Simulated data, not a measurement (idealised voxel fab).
process module | voxel wiring stack
cross-section cut | 265 nm wide | cells 5 nm
A cross-section is a grid of square cells, given in bands from the top down. A band is one or more rows of cells.
Each band's line starts with the height of the band's top and of its bottom, in nm. Then come its materials from left to right, each with its width in nm. One material with "throughout" fills the band from edge to edge. "air" is empty space.
Height 0 is the level under which the wafer as received is all one material. The lowest band goes on downwards, as in "0 down".
A width such as "30 to 40" changes by the same amount from each row of cells to the next, from the band's top row to its bottom row.
"no change" after a step means that no cell of the cross-section changed.
closed voids: empty space of 8 cells or more with no open way to the top, each as width x height at its distance from the left edge, in nm
after a step's settings: what the simulator itself notes on the step
overlay nm, on a step with a mask: how far to the right of its planned place the mask lay; to the left if negative
plan
1 op RECEIVE | material Si
2 op CONFORMAL_DEP | material SiO2 | thk nm 10
3 op CONFORMAL_DEP | material SiCN | thk nm 5
4 op DIRECTIONAL_DEP | material lowk | thk nm 25
5 op PATTERN | tone open | mask id METAL_1 | material resist | width nm 20 | pitch nm 45 | thk nm 20 | overlay nm 0
6 op DIRECTIONAL_ETCH | etch materials lowk | depth nm 25
7 op DIRECTIONAL_ETCH | etch materials SiCN | depth nm 5
8 op STRIP | etch materials resist
9 op CONFORMAL_DEP | material TiN | thk nm 5
10 op FILL_DEP | material Cu | thk nm 10
11 op CMP | height nm 40
12 op CONFORMAL_DEP | material SiCN | thk nm 5
13 op DIRECTIONAL_DEP | material lowk | thk nm 30
14 op MASKED_ETCH | tone open | mask id METAL_2 | width nm 20 | pitch nm 45 | etch materials lowk | depth nm 15 | overlay nm 0
15 op DIRECTIONAL_DEP | material aC | thk nm 10
16 op PATTERN | tone open | mask id METAL_2_HOLES | material resist | width nm 15 | pitch nm 45 | thk nm 30 | overlay nm 0
17 op DIRECTIONAL_ETCH | etch materials aC | depth nm 10
18 op STRIP | etch materials resist
19 op DIRECTIONAL_ETCH | etch materials lowk | depth nm 15
20 op DIRECTIONAL_ETCH | etch materials SiCN | depth nm 5
21 op STRIP | etch materials aC
22 op CONFORMAL_DEP | material TiN | thk nm 5
23 op FILL_DEP | material Cu | thk nm 10
24 op CMP | height nm 75
25 op CONFORMAL_DEP | material SiCN | thk nm 5
26 op DIRECTIONAL_DEP | material SiO2 | thk nm 15
27 op DIRECTIONAL_DEP | material aC | thk nm 15
28 op PATTERN | tone open | mask id PLUG_2 | material resist | width nm 15 | pitch nm 90 | thk nm 35 | overlay nm 0
29 op DIRECTIONAL_ETCH | etch materials aC | depth nm 15
30 op STRIP | etch materials resist
31 op DIRECTIONAL_ETCH | etch materials SiO2 | depth nm 15
32 op DIRECTIONAL_ETCH | etch materials SiCN | depth nm 5
33 op STRIP | etch materials aC
34 op EPI | material Ru | thk nm 10
35 op EPI | material Ru | thk nm 10
36 op DIRECTIONAL_DEP | material TiN | thk nm 5
37 op DIRECTIONAL_DEP | material Ru | thk nm 25
38 op MASKED_ETCH | tone cover | mask id METAL_3 | width nm 20 | pitch nm 45 | etch materials Ru | depth nm 25 | overlay nm 0
39 op MASKED_ETCH | tone cover | mask id METAL_3 | width nm 20 | pitch nm 45 | etch materials TiN | depth nm 5 | overlay nm 0
40 op FILL_DEP | material SiO2 | thk nm 10
41 op CMP | height nm 125
42 op CONFORMAL_DEP | material SiCN | thk nm 5
43 op DIRECTIONAL_DEP | material lowk | thk nm 25
44 op MASKED_ETCH | tone open | mask id METAL_4_HOLES | width nm 15 | pitch nm 45 | etch materials lowk | depth nm 25 | overlay nm 0
45 op PATTERN | tone open | mask id METAL_4 | material resist | width nm 20 | pitch nm 45 | thk nm 15 | overlay nm 0
46 op DIRECTIONAL_ETCH | etch materials lowk | depth nm 15
47 op DIRECTIONAL_ETCH | etch materials SiCN | depth nm 5
48 op STRIP | etch materials resist
49 op CONFORMAL_DEP | material TiN | thk nm 5
50 op FILL_DEP | material Cu | thk nm 10
51 op CMP | height nm 155
52 op CONFORMAL_DEP | material SiN | thk nm 5
first wafer, as planned
as received, after step 1
  0 down: Si throughout
  closed voids: none
after step 2
  10 to 0: SiO2 throughout
  below 0: unchanged
after step 3
  15 to 10: SiCN throughout
  below 10: unchanged
after step 4
  40 to 15: lowk throughout
  below 15: unchanged
after step 5
  60 to 40: resist 55 | air 20 | resist 25 | air 20 | resist 25 | air 20 | resist 25 | air 20 | resist 55
  below 40: unchanged
after step 6
  60 to 40: resist 55 | air 20 | resist 25 | air 20 | resist 25 | air 20 | resist 25 | air 20 | resist 55
  40 to 15: lowk 55 | air 20 | lowk 25 | air 20 | lowk 25 | air 20 | lowk 25 | air 20 | lowk 55
  below 15: unchanged
after step 7
  60 to 40: resist 55 | air 20 | resist 25 | air 20 | resist 25 | air 20 | resist 25 | air 20 | resist 55
  40 to 15: lowk 55 | air 20 | lowk 25 | air 20 | lowk 25 | air 20 | lowk 25 | air 20 | lowk 55
  15 to 10: SiCN 55 | air 20 | SiCN 25 | air 20 | SiCN 25 | air 20 | SiCN 25 | air 20 | SiCN 55
  below 10: unchanged
after step 8
  40 to 15: lowk 55 | air 20 | lowk 25 | air 20 | lowk 25 | air 20 | lowk 25 | air 20 | lowk 55
  below 15: unchanged
after step 9
  45 to 40: TiN 60 | air 10 | TiN 35 | air 10 | TiN 35 | air 10 | TiN 35 | air 10 | TiN 60
  40 to 15: lowk 55 | TiN 5 | air 10 | TiN 5 | lowk 25 | TiN 5 | air 10 | TiN 5 | lowk 25 | TiN 5 | air 10 | TiN 5 | lowk 25 | TiN 5 | air 10 | TiN 5 | lowk 55
  15 to 10: SiCN 55 | TiN 20 | SiCN 25 | TiN 20 | SiCN 25 | TiN 20 | SiCN 25 | TiN 20 | SiCN 55
  below 10: unchanged
after step 10
  55 to 45: Cu throughout
  45 to 40: TiN 60 | Cu 10 | TiN 35 | Cu 10 | TiN 35 | Cu 10 | TiN 35 | Cu 10 | TiN 60
  40 to 15: lowk 55 | TiN 5 | Cu 10 | TiN 5 | lowk 25 | TiN 5 | Cu 10 | TiN 5 | lowk 25 | TiN 5 | Cu 10 | TiN 5 | lowk 25 | TiN 5 | Cu 10 | TiN 5 | lowk 55
  below 15: unchanged
after step 11
  40 to 15: lowk 55 | TiN 5 | Cu 10 | TiN 5 | lowk 25 | TiN 5 | Cu 10 | TiN 5 | lowk 25 | TiN 5 | Cu 10 | TiN 5 | lowk 25 | TiN 5 | Cu 10 | TiN 5 | lowk 55
  below 15: unchanged
after step 12
  45 to 40: SiCN throughout
  below 40: unchanged
after step 13
  75 to 45: lowk throughout
  below 45: unchanged
after step 14
  75 to 60: lowk 55 | air 20 | lowk 25 | air 20 | lowk 25 | air 20 | lowk 25 | air 20 | lowk 55
  below 60: unchanged
after step 15
  85 to 75: aC 55 | air 20 | aC 25 | air 20 | aC 25 | air 20 | aC 25 | air 20 | aC 55
  75 to 70: lowk 55 | air 20 | lowk 25 | air 20 | lowk 25 | air 20 | lowk 25 | air 20 | lowk 55
  70 to 60: lowk 55 | aC 20 | lowk 25 | aC 20 | lowk 25 | aC 20 | lowk 25 | aC 20 | lowk 55
  below 60: unchanged
after step 16
  115 to 85: resist 55 | air 15 | resist 30 | air 15 | resist 30 | air 15 | resist 30 | air 15 | resist 60
  85 to 75: aC 55 | air 15 | resist 5 | aC 25 | air 15 | resist 5 | aC 25 | air 15 | resist 5 | aC 25 | air 15 | resist 5 | aC 55
  75 to 70: lowk 55 | air 15 | resist 5 | lowk 25 | air 15 | resist 5 | lowk 25 | air 15 | resist 5 | lowk 25 | air 15 | resist 5 | lowk 55
  below 70: unchanged
after step 17
  105 to 85: resist 55 | air 15 | resist 30 | air 15 | resist 30 | air 15 | resist 30 | air 15 | resist 60
  85 to 75: aC 55 | air 15 | resist 5 | aC 25 | air 15 | resist 5 | aC 25 | air 15 | resist 5 | aC 25 | air 15 | resist 5 | aC 55
  75 to 70: lowk 55 | air 15 | resist 5 | lowk 25 | air 15 | resist 5 | lowk 25 | air 15 | resist 5 | lowk 25 | air 15 | resist 5 | lowk 55
  70 to 60: lowk 55 | air 15 | aC 5 | lowk 25 | air 15 | aC 5 | lowk 25 | air 15 | aC 5 | lowk 25 | air 15 | aC 5 | lowk 55
  below 60: unchanged
after step 18
  85 to 75: aC 55 | air 20 | aC 25 | air 20 | aC 25 | air 20 | aC 25 | air 20 | aC 55
  75 to 70: lowk 55 | air 20 | lowk 25 | air 20 | lowk 25 | air 20 | lowk 25 | air 20 | lowk 55
  below 70: unchanged
after step 19
  85 to 75: aC 55 | air 20 | aC 25 | air 20 | aC 25 | air 20 | aC 25 | air 20 | aC 55
  75 to 70: lowk 55 | air 20 | lowk 25 | air 20 | lowk 25 | air 20 | lowk 25 | air 20 | lowk 55
  70 to 60: lowk 55 | air 15 | aC 5 | lowk 25 | air 15 | aC 5 | lowk 25 | air 15 | aC 5 | lowk 25 | air 15 | aC 5 | lowk 55
  60 to 45: lowk 55 | air 15 | lowk 30 | air 15 | lowk 30 | air 15 | lowk 30 | air 15 | lowk 60
  below 45: unchanged
after step 20
  85 to 75: aC 55 | air 20 | aC 25 | air 20 | aC 25 | air 20 | aC 25 | air 20 | aC 55
  75 to 70: lowk 55 | air 20 | lowk 25 | air 20 | lowk 25 | air 20 | lowk 25 | air 20 | lowk 55
  70 to 60: lowk 55 | air 15 | aC 5 | lowk 25 | air 15 | aC 5 | lowk 25 | air 15 | aC 5 | lowk 25 | air 15 | aC 5 | lowk 55
  60 to 45: lowk 55 | air 15 | lowk 30 | air 15 | lowk 30 | air 15 | lowk 30 | air 15 | lowk 60
  45 to 40: SiCN 55 | air 15 | SiCN 30 | air 15 | SiCN 30 | air 15 | SiCN 30 | air 15 | SiCN 60
  below 40: unchanged
after step 21
  75 to 60: lowk 55 | air 20 | lowk 25 | air 20 | lowk 25 | air 20 | lowk 25 | air 20 | lowk 55
  below 60: unchanged
after step 22
  80 to 75: TiN 60 | air 10 | TiN 35 | air 10 | TiN 35 | air 10 | TiN 35 | air 10 | TiN 60
  75 to 65: lowk 55 | TiN 5 | air 10 | TiN 5 | lowk 25 | TiN 5 | air 10 | TiN 5 | lowk 25 | TiN 5 | air 10 | TiN 5 | lowk 25 | TiN 5 | air 10 | TiN 5 | lowk 55
  65 to 60: lowk 55 | TiN 5 | air 5 | TiN 10 | lowk 25 | TiN 5 | air 5 | TiN 10 | lowk 25 | TiN 5 | air 5 | TiN 10 | lowk 25 | TiN 5 | air 5 | TiN 10 | lowk 55
  60 to 45: lowk 55 | TiN 5 | air 5 | TiN 5 | lowk 30 | TiN 5 | air 5 | TiN 5 | lowk 30 | TiN 5 | air 5 | TiN 5 | lowk 30 | TiN 5 | air 5 | TiN 5 | lowk 60
  45 to 40: SiCN 55 | TiN 15 | SiCN 30 | TiN 15 | SiCN 30 | TiN 15 | SiCN 30 | TiN 15 | SiCN 60
  below 40: unchanged
after step 23
  90 to 80: Cu throughout
  80 to 75: TiN 60 | Cu 10 | TiN 35 | Cu 10 | TiN 35 | Cu 10 | TiN 35 | Cu 10 | TiN 60
  75 to 65: lowk 55 | TiN 5 | Cu 10 | TiN 5 | lowk 25 | TiN 5 | Cu 10 | TiN 5 | lowk 25 | TiN 5 | Cu 10 | TiN 5 | lowk 25 | TiN 5 | Cu 10 | TiN 5 | lowk 55
  65 to 60: lowk 55 | TiN 5 | Cu 5 | TiN 10 | lowk 25 | TiN 5 | Cu 5 | TiN 10 | lowk 25 | TiN 5 | Cu 5 | TiN 10 | lowk 25 | TiN 5 | Cu 5 | TiN 10 | lowk 55
  60 to 45: lowk 55 | TiN 5 | Cu 5 | TiN 5 | lowk 30 | TiN 5 | Cu 5 | TiN 5 | lowk 30 | TiN 5 | Cu 5 | TiN 5 | lowk 30 | TiN 5 | Cu 5 | TiN 5 | lowk 60
  below 45: unchanged
after step 24
  75 to 65: lowk 55 | TiN 5 | Cu 10 | TiN 5 | lowk 25 | TiN 5 | Cu 10 | TiN 5 | lowk 25 | TiN 5 | Cu 10 | TiN 5 | lowk 25 | TiN 5 | Cu 10 | TiN 5 | lowk 55
  below 65: unchanged
after step 25
  80 to 75: SiCN throughout
  below 75: unchanged
after step 26
  95 to 80: SiO2 throughout
  below 80: unchanged
after step 27
  110 to 95: aC throughout
  below 95: unchanged
after step 28
  145 to 110: resist 55 | air 15 | resist 75 | air 15 | resist 105
  below 110: unchanged
after step 29
  130 to 110: resist 55 | air 15 | resist 75 | air 15 | resist 105
  110 to 95: aC 55 | air 15 | aC 75 | air 15 | aC 105
  below 95: unchanged
after step 30
  110 to 95: aC 55 | air 15 | aC 75 | air 15 | aC 105
  below 95: unchanged
after step 31
  110 to 95: aC 55 | air 15 | aC 75 | air 15 | aC 105
  95 to 80: SiO2 55 | air 15 | SiO2 75 | air 15 | SiO2 105
  below 80: unchanged
after step 32
  110 to 95: aC 55 | air 15 | aC 75 | air 15 | aC 105
  95 to 80: SiO2 55 | air 15 | SiO2 75 | air 15 | SiO2 105
  80 to 75: SiCN 55 | air 15 | SiCN 75 | air 15 | SiCN 105
  below 75: unchanged
after step 33
  95 to 80: SiO2 55 | air 15 | SiO2 75 | air 15 | SiO2 105
  below 80: unchanged
after step 34
  95 to 85: SiO2 55 | air 15 | SiO2 75 | air 15 | SiO2 105
  85 to 80: SiO2 55 | Ru 15 | SiO2 75 | Ru 15 | SiO2 105
  80 to 75: SiCN 55 | Ru 15 | SiCN 75 | Ru 15 | SiCN 105
  below 75: unchanged
after step 35
  95 to 80: SiO2 55 | Ru 15 | SiO2 75 | Ru 15 | SiO2 105
  below 80: unchanged
after step 36
  100 to 95: TiN throughout
  below 95: unchanged
after step 37
  125 to 100: Ru throughout
  below 100: unchanged
after step 38
  125 to 100: air 55 | Ru 20 | air 25 | Ru 20 | air 25 | Ru 20 | air 25 | Ru 20 | air 55
  below 100: unchanged
after step 39
  125 to 100: air 55 | Ru 20 | air 25 | Ru 20 | air 25 | Ru 20 | air 25 | Ru 20 | air 55
  100 to 95: air 55 | TiN 20 | air 25 | TiN 20 | air 25 | TiN 20 | air 25 | TiN 20 | air 55
  below 95: unchanged
after step 40
  135 to 125: SiO2 throughout
  125 to 100: SiO2 55 | Ru 20 | SiO2 25 | Ru 20 | SiO2 25 | Ru 20 | SiO2 25 | Ru 20 | SiO2 55
  100 to 95: SiO2 55 | TiN 20 | SiO2 25 | TiN 20 | SiO2 25 | TiN 20 | SiO2 25 | TiN 20 | SiO2 55
  below 95: unchanged
after step 41
  125 to 100: SiO2 55 | Ru 20 | SiO2 25 | Ru 20 | SiO2 25 | Ru 20 | SiO2 25 | Ru 20 | SiO2 55
  below 100: unchanged
after step 42
  130 to 125: SiCN throughout
  below 125: unchanged
after step 43
  155 to 130: lowk throughout
  below 130: unchanged
after step 44
  155 to 130: lowk 55 | air 15 | lowk 30 | air 15 | lowk 30 | air 15 | lowk 30 | air 15 | lowk 60
  below 130: unchanged
after step 45
  170 to 155: resist 55 | air 20 | resist 25 | air 20 | resist 25 | air 20 | resist 25 | air 20 | resist 55
  below 155: unchanged
after step 46
  170 to 155: resist 55 | air 20 | resist 25 | air 20 | resist 25 | air 20 | resist 25 | air 20 | resist 55
  155 to 140: lowk 55 | air 20 | lowk 25 | air 20 | lowk 25 | air 20 | lowk 25 | air 20 | lowk 55
  below 140: unchanged
after step 47
  170 to 155: resist 55 | air 20 | resist 25 | air 20 | resist 25 | air 20 | resist 25 | air 20 | resist 55
  155 to 140: lowk 55 | air 20 | lowk 25 | air 20 | lowk 25 | air 20 | lowk 25 | air 20 | lowk 55
  140 to 130: lowk 55 | air 15 | lowk 30 | air 15 | lowk 30 | air 15 | lowk 30 | air 15 | lowk 60
  130 to 125: SiCN 55 | air 15 | SiCN 30 | air 15 | SiCN 30 | air 15 | SiCN 30 | air 15 | SiCN 60
  below 125: unchanged
after step 48
  155 to 140: lowk 55 | air 20 | lowk 25 | air 20 | lowk 25 | air 20 | lowk 25 | air 20 | lowk 55
  below 140: unchanged
after step 49
  160 to 155: TiN 60 | air 10 | TiN 35 | air 10 | TiN 35 | air 10 | TiN 35 | air 10 | TiN 60
  155 to 145: lowk 55 | TiN 5 | air 10 | TiN 5 | lowk 25 | TiN 5 | air 10 | TiN 5 | lowk 25 | TiN 5 | air 10 | TiN 5 | lowk 25 | TiN 5 | air 10 | TiN 5 | lowk 55
  145 to 140: lowk 55 | TiN 5 | air 5 | TiN 10 | lowk 25 | TiN 5 | air 5 | TiN 10 | lowk 25 | TiN 5 | air 5 | TiN 10 | lowk 25 | TiN 5 | air 5 | TiN 10 | lowk 55
  140 to 130: lowk 55 | TiN 5 | air 5 | TiN 5 | lowk 30 | TiN 5 | air 5 | TiN 5 | lowk 30 | TiN 5 | air 5 | TiN 5 | lowk 30 | TiN 5 | air 5 | TiN 5 | lowk 60
  130 to 125: SiCN 55 | TiN 15 | SiCN 30 | TiN 15 | SiCN 30 | TiN 15 | SiCN 30 | TiN 15 | SiCN 60
  below 125: unchanged
after step 50
  170 to 160: Cu throughout
  160 to 155: TiN 60 | Cu 10 | TiN 35 | Cu 10 | TiN 35 | Cu 10 | TiN 35 | Cu 10 | TiN 60
  155 to 145: lowk 55 | TiN 5 | Cu 10 | TiN 5 | lowk 25 | TiN 5 | Cu 10 | TiN 5 | lowk 25 | TiN 5 | Cu 10 | TiN 5 | lowk 25 | TiN 5 | Cu 10 | TiN 5 | lowk 55
  145 to 140: lowk 55 | TiN 5 | Cu 5 | TiN 10 | lowk 25 | TiN 5 | Cu 5 | TiN 10 | lowk 25 | TiN 5 | Cu 5 | TiN 10 | lowk 25 | TiN 5 | Cu 5 | TiN 10 | lowk 55
  140 to 130: lowk 55 | TiN 5 | Cu 5 | TiN 5 | lowk 30 | TiN 5 | Cu 5 | TiN 5 | lowk 30 | TiN 5 | Cu 5 | TiN 5 | lowk 30 | TiN 5 | Cu 5 | TiN 5 | lowk 60
  below 130: unchanged
after step 51
  155 to 145: lowk 55 | TiN 5 | Cu 10 | TiN 5 | lowk 25 | TiN 5 | Cu 10 | TiN 5 | lowk 25 | TiN 5 | Cu 10 | TiN 5 | lowk 25 | TiN 5 | Cu 10 | TiN 5 | lowk 55
  below 145: unchanged
after step 52
  160 to 155: SiN throughout
  below 155: unchanged
second wafer: like start, like plan, one mistake. Through step 13 it matches the first wafer
when step 14 should have ended
  75 to 60: lowk 60 | air 15 | lowk 30 | air 15 | lowk 30 | air 15 | lowk 30 | air 15 | lowk 55
  below 60: unchanged
when step 15 should have ended
  85 to 75: aC 60 | air 15 | aC 30 | air 15 | aC 30 | air 15 | aC 30 | air 15 | aC 55
  75 to 70: lowk 60 | air 15 | lowk 30 | air 15 | lowk 30 | air 15 | lowk 30 | air 15 | lowk 55
  70 to 60: lowk 60 | aC 15 | lowk 30 | aC 15 | lowk 30 | aC 15 | lowk 30 | aC 15 | lowk 55
  below 60: unchanged
when step 16 should have ended
  115 to 85: resist 55 | air 15 | resist 30 | air 15 | resist 30 | air 15 | resist 30 | air 15 | resist 60
  85 to 75: aC 60 | air 10 | resist 5 | aC 30 | air 10 | resist 5 | aC 30 | air 10 | resist 5 | aC 30 | air 10 | resist 5 | aC 55
  75 to 70: lowk 60 | air 10 | resist 5 | lowk 30 | air 10 | resist 5 | lowk 30 | air 10 | resist 5 | lowk 30 | air 10 | resist 5 | lowk 55
  below 70: unchanged
when step 17 should have ended
  105 to 85: resist 55 | air 15 | resist 30 | air 15 | resist 30 | air 15 | resist 30 | air 15 | resist 60
  85 to 75: aC 55 | air 15 | resist 5 | aC 25 | air 15 | resist 5 | aC 25 | air 15 | resist 5 | aC 25 | air 15 | resist 5 | aC 55
  75 to 70: lowk 60 | air 10 | resist 5 | lowk 30 | air 10 | resist 5 | lowk 30 | air 10 | resist 5 | lowk 30 | air 10 | resist 5 | lowk 55
  70 to 60: lowk 60 | air 10 | aC 5 | lowk 30 | air 10 | aC 5 | lowk 30 | air 10 | aC 5 | lowk 30 | air 10 | aC 5 | lowk 55
  below 60: unchanged
when step 18 should have ended
  85 to 75: aC 55 | air 20 | aC 25 | air 20 | aC 25 | air 20 | aC 25 | air 20 | aC 55
  75 to 70: lowk 60 | air 15 | lowk 30 | air 15 | lowk 30 | air 15 | lowk 30 | air 15 | lowk 55
  below 70: unchanged
when step 19 should have ended
  85 to 75: aC 55 | air 20 | aC 25 | air 20 | aC 25 | air 20 | aC 25 | air 20 | aC 55
  75 to 70: lowk 55 | air 20 | lowk 25 | air 20 | lowk 25 | air 20 | lowk 25 | air 20 | lowk 55
  70 to 60: lowk 55 | air 15 | aC 5 | lowk 25 | air 15 | aC 5 | lowk 25 | air 15 | aC 5 | lowk 25 | air 15 | aC 5 | lowk 55
  60 to 45: lowk 60 | air 10 | lowk 35 | air 10 | lowk 35 | air 10 | lowk 35 | air 10 | lowk 60
  below 45: unchanged
when step 20 should have ended
  85 to 75: aC 55 | air 20 | aC 25 | air 20 | aC 25 | air 20 | aC 25 | air 20 | aC 55
  75 to 70: lowk 55 | air 20 | lowk 25 | air 20 | lowk 25 | air 20 | lowk 25 | air 20 | lowk 55
  70 to 60: lowk 55 | air 15 | aC 5 | lowk 25 | air 15 | aC 5 | lowk 25 | air 15 | aC 5 | lowk 25 | air 15 | aC 5 | lowk 55
  60 to 45: lowk 60 | air 10 | lowk 35 | air 10 | lowk 35 | air 10 | lowk 35 | air 10 | lowk 60
  45 to 40: SiCN 60 | air 10 | SiCN 35 | air 10 | SiCN 35 | air 10 | SiCN 35 | air 10 | SiCN 60
  below 40: unchanged
when step 21 should have ended
  75 to 60: lowk 55 | air 20 | lowk 25 | air 20 | lowk 25 | air 20 | lowk 25 | air 20 | lowk 55
  below 60: unchanged
when step 22 should have ended
  80 to 75: TiN 60 | air 10 | TiN 35 | air 10 | TiN 35 | air 10 | TiN 35 | air 10 | TiN 60
  75 to 65: lowk 55 | TiN 5 | air 10 | TiN 5 | lowk 25 | TiN 5 | air 10 | TiN 5 | lowk 25 | TiN 5 | air 10 | TiN 5 | lowk 25 | TiN 5 | air 10 | TiN 5 | lowk 55
  65 to 60: lowk 55 | TiN 20 | lowk 25 | TiN 20 | lowk 25 | TiN 20 | lowk 25 | TiN 20 | lowk 55
  60 to 45: lowk 60 | TiN 10 | lowk 35 | TiN 10 | lowk 35 | TiN 10 | lowk 35 | TiN 10 | lowk 60
  45 to 40: SiCN 60 | TiN 10 | SiCN 35 | TiN 10 | SiCN 35 | TiN 10 | SiCN 35 | TiN 10 | SiCN 60
  below 40: unchanged
when step 23 should have ended
  90 to 80: Cu throughout
  80 to 75: TiN 60 | Cu 10 | TiN 35 | Cu 10 | TiN 35 | Cu 10 | TiN 35 | Cu 10 | TiN 60
  75 to 65: lowk 55 | TiN 5 | Cu 10 | TiN 5 | lowk 25 | TiN 5 | Cu 10 | TiN 5 | lowk 25 | TiN 5 | Cu 10 | TiN 5 | lowk 25 | TiN 5 | Cu 10 | TiN 5 | lowk 55
  below 65: unchanged
when step 24 should have ended
  75 to 65: lowk 55 | TiN 5 | Cu 10 | TiN 5 | lowk 25 | TiN 5 | Cu 10 | TiN 5 | lowk 25 | TiN 5 | Cu 10 | TiN 5 | lowk 25 | TiN 5 | Cu 10 | TiN 5 | lowk 55
  below 65: unchanged
when step 25 should have ended
  80 to 75: SiCN throughout
  below 75: unchanged
when step 26 should have ended
  95 to 80: SiO2 throughout
  below 80: unchanged
when step 27 should have ended
  110 to 95: aC throughout
  below 95: unchanged
when step 28 should have ended
  145 to 110: resist 55 | air 15 | resist 75 | air 15 | resist 105
  below 110: unchanged
when step 29 should have ended
  130 to 110: resist 55 | air 15 | resist 75 | air 15 | resist 105
  110 to 95: aC 55 | air 15 | aC 75 | air 15 | aC 105
  below 95: unchanged
when step 30 should have ended
  110 to 95: aC 55 | air 15 | aC 75 | air 15 | aC 105
  below 95: unchanged
when step 31 should have ended
  110 to 95: aC 55 | air 15 | aC 75 | air 15 | aC 105
  95 to 80: SiO2 55 | air 15 | SiO2 75 | air 15 | SiO2 105
  below 80: unchanged
when step 32 should have ended
  110 to 95: aC 55 | air 15 | aC 75 | air 15 | aC 105
  95 to 80: SiO2 55 | air 15 | SiO2 75 | air 15 | SiO2 105
  80 to 75: SiCN 55 | air 15 | SiCN 75 | air 15 | SiCN 105
  below 75: unchanged
when step 33 should have ended
  95 to 80: SiO2 55 | air 15 | SiO2 75 | air 15 | SiO2 105
  below 80: unchanged
when step 34 should have ended
  95 to 85: SiO2 55 | air 15 | SiO2 75 | air 15 | SiO2 105
  85 to 80: SiO2 55 | Ru 15 | SiO2 75 | Ru 15 | SiO2 105
  80 to 75: SiCN 55 | Ru 15 | SiCN 75 | Ru 15 | SiCN 105
  below 75: unchanged
when step 35 should have ended
  95 to 80: SiO2 55 | Ru 15 | SiO2 75 | Ru 15 | SiO2 105
  below 80: unchanged
when step 36 should have ended
  100 to 95: TiN throughout
  below 95: unchanged
when step 37 should have ended
  125 to 100: Ru throughout
  below 100: unchanged
when step 38 should have ended
  125 to 100: air 55 | Ru 20 | air 25 | Ru 20 | air 25 | Ru 20 | air 25 | Ru 20 | air 55
  below 100: unchanged
when step 39 should have ended
  125 to 100: air 55 | Ru 20 | air 25 | Ru 20 | air 25 | Ru 20 | air 25 | Ru 20 | air 55
  100 to 95: air 55 | TiN 20 | air 25 | TiN 20 | air 25 | TiN 20 | air 25 | TiN 20 | air 55
  below 95: unchanged
when step 40 should have ended
  135 to 125: SiO2 throughout
  125 to 100: SiO2 55 | Ru 20 | SiO2 25 | Ru 20 | SiO2 25 | Ru 20 | SiO2 25 | Ru 20 | SiO2 55
  100 to 95: SiO2 55 | TiN 20 | SiO2 25 | TiN 20 | SiO2 25 | TiN 20 | SiO2 25 | TiN 20 | SiO2 55
  below 95: unchanged
when step 41 should have ended
  125 to 100: SiO2 55 | Ru 20 | SiO2 25 | Ru 20 | SiO2 25 | Ru 20 | SiO2 25 | Ru 20 | SiO2 55
  below 100: unchanged
when step 42 should have ended
  130 to 125: SiCN throughout
  below 125: unchanged
when step 43 should have ended
  155 to 130: lowk throughout
  below 130: unchanged
when step 44 should have ended
  155 to 130: lowk 55 | air 15 | lowk 30 | air 15 | lowk 30 | air 15 | lowk 30 | air 15 | lowk 60
  below 130: unchanged
when step 45 should have ended
  170 to 155: resist 55 | air 20 | resist 25 | air 20 | resist 25 | air 20 | resist 25 | air 20 | resist 55
  below 155: unchanged
when step 46 should have ended
  170 to 155: resist 55 | air 20 | resist 25 | air 20 | resist 25 | air 20 | resist 25 | air 20 | resist 55
  155 to 140: lowk 55 | air 20 | lowk 25 | air 20 | lowk 25 | air 20 | lowk 25 | air 20 | lowk 55
  below 140: unchanged
when step 47 should have ended
  170 to 155: resist 55 | air 20 | resist 25 | air 20 | resist 25 | air 20 | resist 25 | air 20 | resist 55
  155 to 140: lowk 55 | air 20 | lowk 25 | air 20 | lowk 25 | air 20 | lowk 25 | air 20 | lowk 55
  140 to 130: lowk 55 | air 15 | lowk 30 | air 15 | lowk 30 | air 15 | lowk 30 | air 15 | lowk 60
  130 to 125: SiCN 55 | air 15 | SiCN 30 | air 15 | SiCN 30 | air 15 | SiCN 30 | air 15 | SiCN 60
  below 125: unchanged
when step 48 should have ended
  155 to 140: lowk 55 | air 20 | lowk 25 | air 20 | lowk 25 | air 20 | lowk 25 | air 20 | lowk 55
  below 140: unchanged
when step 49 should have ended
  160 to 155: TiN 60 | air 10 | TiN 35 | air 10 | TiN 35 | air 10 | TiN 35 | air 10 | TiN 60
  155 to 145: lowk 55 | TiN 5 | air 10 | TiN 5 | lowk 25 | TiN 5 | air 10 | TiN 5 | lowk 25 | TiN 5 | air 10 | TiN 5 | lowk 25 | TiN 5 | air 10 | TiN 5 | lowk 55
  145 to 140: lowk 55 | TiN 5 | air 5 | TiN 10 | lowk 25 | TiN 5 | air 5 | TiN 10 | lowk 25 | TiN 5 | air 5 | TiN 10 | lowk 25 | TiN 5 | air 5 | TiN 10 | lowk 55
  140 to 130: lowk 55 | TiN 5 | air 5 | TiN 5 | lowk 30 | TiN 5 | air 5 | TiN 5 | lowk 30 | TiN 5 | air 5 | TiN 5 | lowk 30 | TiN 5 | air 5 | TiN 5 | lowk 60
  130 to 125: SiCN 55 | TiN 15 | SiCN 30 | TiN 15 | SiCN 30 | TiN 15 | SiCN 30 | TiN 15 | SiCN 60
  below 125: unchanged
when step 50 should have ended
  170 to 160: Cu throughout
  160 to 155: TiN 60 | Cu 10 | TiN 35 | Cu 10 | TiN 35 | Cu 10 | TiN 35 | Cu 10 | TiN 60
  155 to 145: lowk 55 | TiN 5 | Cu 10 | TiN 5 | lowk 25 | TiN 5 | Cu 10 | TiN 5 | lowk 25 | TiN 5 | Cu 10 | TiN 5 | lowk 25 | TiN 5 | Cu 10 | TiN 5 | lowk 55
  145 to 140: lowk 55 | TiN 5 | Cu 5 | TiN 10 | lowk 25 | TiN 5 | Cu 5 | TiN 10 | lowk 25 | TiN 5 | Cu 5 | TiN 10 | lowk 25 | TiN 5 | Cu 5 | TiN 10 | lowk 55
  140 to 130: lowk 55 | TiN 5 | Cu 5 | TiN 5 | lowk 30 | TiN 5 | Cu 5 | TiN 5 | lowk 30 | TiN 5 | Cu 5 | TiN 5 | lowk 30 | TiN 5 | Cu 5 | TiN 5 | lowk 60
  below 130: unchanged
when step 51 should have ended
  155 to 145: lowk 55 | TiN 5 | Cu 10 | TiN 5 | lowk 25 | TiN 5 | Cu 10 | TiN 5 | lowk 25 | TiN 5 | Cu 10 | TiN 5 | lowk 25 | TiN 5 | Cu 10 | TiN 5 | lowk 55
  below 145: unchanged
when step 52 should have ended
  160 to 155: SiN throughout
  below 155: unchanged
what went wrong: step 14 ran as: op MASKED_ETCH | tone open | mask id METAL_2 | width nm 15 | pitch nm 45 | etch materials lowk | depth nm 15 | overlay nm 0
at the end the second wafer has, in cells: 16 fewer of Cu | 4 more of SiCN | 12 more of lowk
